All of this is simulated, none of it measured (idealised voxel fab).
The name of this process module is voxel local oxidation.
cross-section cut | 205 nm wide | cells 5 nm
The cross-sections in this document take the form of a grid made of square cells. They are written out as bands, in order from top to bottom. Each band consists of one or more rows of cells.
In this notation a band is specified by the heights of its top and bottom, in that order and in nm, after which its materials appear from left to right, each paired with its width in nm. The word "throughout" attached to a single material means that material fills the band from edge to edge; the word "blank" stands for empty space.
It should be noted that heights are counted from 0, beneath which the wafer as supplied is of one material throughout, and that the lowest band possesses no lower boundary but continues downward, as written in "from 0 down".
A width such as "30->40" changes by the same amount from each row of cells to the next, from the band's top row to its bottom row.
A step reported as "no alteration" is a step in which no cell of the cross-section changed.
Enclosed internal cavities: empty space of 8 cells or more with no open way to the top, each as width x height at its distance from the left edge, in nm
What comes after the settings on a step's line is commentary from the simulator itself on that step.
overlay nm: mask right of planned place by this much (step with mask). Neg. = left.

## Below is the list of planned process steps
1) RECEIVE [material Si]
2) OXIDIZE [depth nm 5]
3) CONFORMAL_DEP [material SiN] [thk nm 15]
4) DIRECTIONAL_DEP [material aC] [thk nm 10]
5) PATTERN [tone cover] [mask id ACTIVE] [material resist] [width nm 130] [thk nm 30] [overlay nm 0]
6) DIRECTIONAL_ETCH [etch materials aC] [depth nm 10]
7) STRIP [etch materials resist]
8) DIRECTIONAL_ETCH [etch materials SiN] [depth nm 15]
9) STRIP [etch materials aC]
10) SELECTIVE_ETCH [etch materials SiO2] [depth nm 5]
11) OXIDIZE [depth nm 10]
12) STRIP [etch materials SiN]

## Concerning the first of two wafers, which was run in accordance with the plan

## Incoming wafer, cross-sectional view, post step 1
    from 0 down  Si throughout
    Enclosed internal cavities: none

## Cross-section of the wafer subsequent to step 2
    from 0 to -5  SiO2 throughout
    Unchanged below -5.

## Cross-section of the wafer subsequent to step 3
    from 15 to 0  SiN throughout
    Unchanged below 0.

## Cross-section of the wafer subsequent to step 4
    from 25 to 15  aC throughout
    Unchanged below 15.

## Cross-section of the wafer subsequent to step 5
    from 55 to 25  35 of blank; 130 of resist; 40 of blank
    Unchanged below 25.

## Cross-section of the wafer subsequent to step 6
    from 45 to 25  35 of blank; 130 of resist; 40 of blank
    from 25 to 15  35 of blank; 130 of aC; 40 of blank
    Unchanged below 15.

## Cross-section of the wafer subsequent to step 7
    from 25 to 15  35 of blank; 130 of aC; 40 of blank
    Unchanged below 15.

## Cross-section of the wafer subsequent to step 8
    from 25 to 15  35 of blank; 130 of aC; 40 of blank
    from 15 to 0  35 of blank; 130 of SiN; 40 of blank
    Unchanged below 0.

## Cross-section of the wafer subsequent to step 9
    from 15 to 0  35 of blank; 130 of SiN; 40 of blank
    Unchanged below 0.

## Cross-section of the wafer subsequent to step 10
    from 15 to 0  35 of blank; 130 of SiN; 40 of blank
    from 0 to -5  40 of blank; 120 of SiO2; 45 of blank
    Unchanged below -5.

## Cross-section of the wafer subsequent to step 11
    from 15 to 0  35 of blank; 130 of SiN; 40 of blank
    from 0 to -5  40 of blank; 120 of SiO2; 45 of blank
    from -5 to -15  50 of SiO2; 100 of Si; 55 of SiO2
    Unchanged below -15.

## Cross-section of the wafer subsequent to step 12
    from 0 to -5  40 of blank; 120 of SiO2; 45 of blank
    Unchanged below -5.

## Companion wafer, the second of two: same beginning, same intended sequence, one mistake in carrying it out; through step 4 inclusive it tracks the first exactly

## Second wafer profile in section, at the moment step 5 of the plan was meant to be complete
    from 55 to 25  25 of blank; 130 of resist; 50 of blank
    Unchanged below 25.

## Second wafer profile in section, at the moment step 6 of the plan was meant to be complete
    from 45 to 25  25 of blank; 130 of resist; 50 of blank
    from 25 to 15  25 of blank; 130 of aC; 50 of blank
    Unchanged below 15.

## Second wafer profile in section, at the moment step 7 of the plan was meant to be complete
    from 25 to 15  25 of blank; 130 of aC; 50 of blank
    Unchanged below 15.

## Second wafer profile in section, at the moment step 8 of the plan was meant to be complete
    from 25 to 15  25 of blank; 130 of aC; 50 of blank
    from 15 to 0  25 of blank; 130 of SiN; 50 of blank
    Unchanged below 0.

## Second wafer profile in section, at the moment step 9 of the plan was meant to be complete
    from 15 to 0  25 of blank; 130 of SiN; 50 of blank
    Unchanged below 0.

## Second wafer profile in section, at the moment step 10 of the plan was meant to be complete
    from 15 to 0  25 of blank; 130 of SiN; 50 of blank
    from 0 to -5  30 of blank; 120 of SiO2; 55 of blank
    Unchanged below -5.

## Second wafer profile in section, at the moment step 11 of the plan was meant to be complete
    from 15 to 0  25 of blank; 130 of SiN; 50 of blank
    from 0 to -5  30 of blank; 120 of SiO2; 55 of blank
    from -5 to -15  40 of SiO2; 100 of Si; 65 of SiO2
    Unchanged below -15.

## Second wafer profile in section, at the moment step 12 of the plan was meant to be complete
    from 0 to -5  30 of blank; 120 of SiO2; 55 of blank
    Unchanged below -5.
The plan and the run diverged here: step 5 did not happen as planned, as run it was PATTERN [tone cover] [mask id ACTIVE] [material resist] [width nm 130] [thk nm 30] [overlay nm -10]
In the final comparison it is observed that the number of cells assigned to each material is identical for the two wafers, whereas their placement is not.
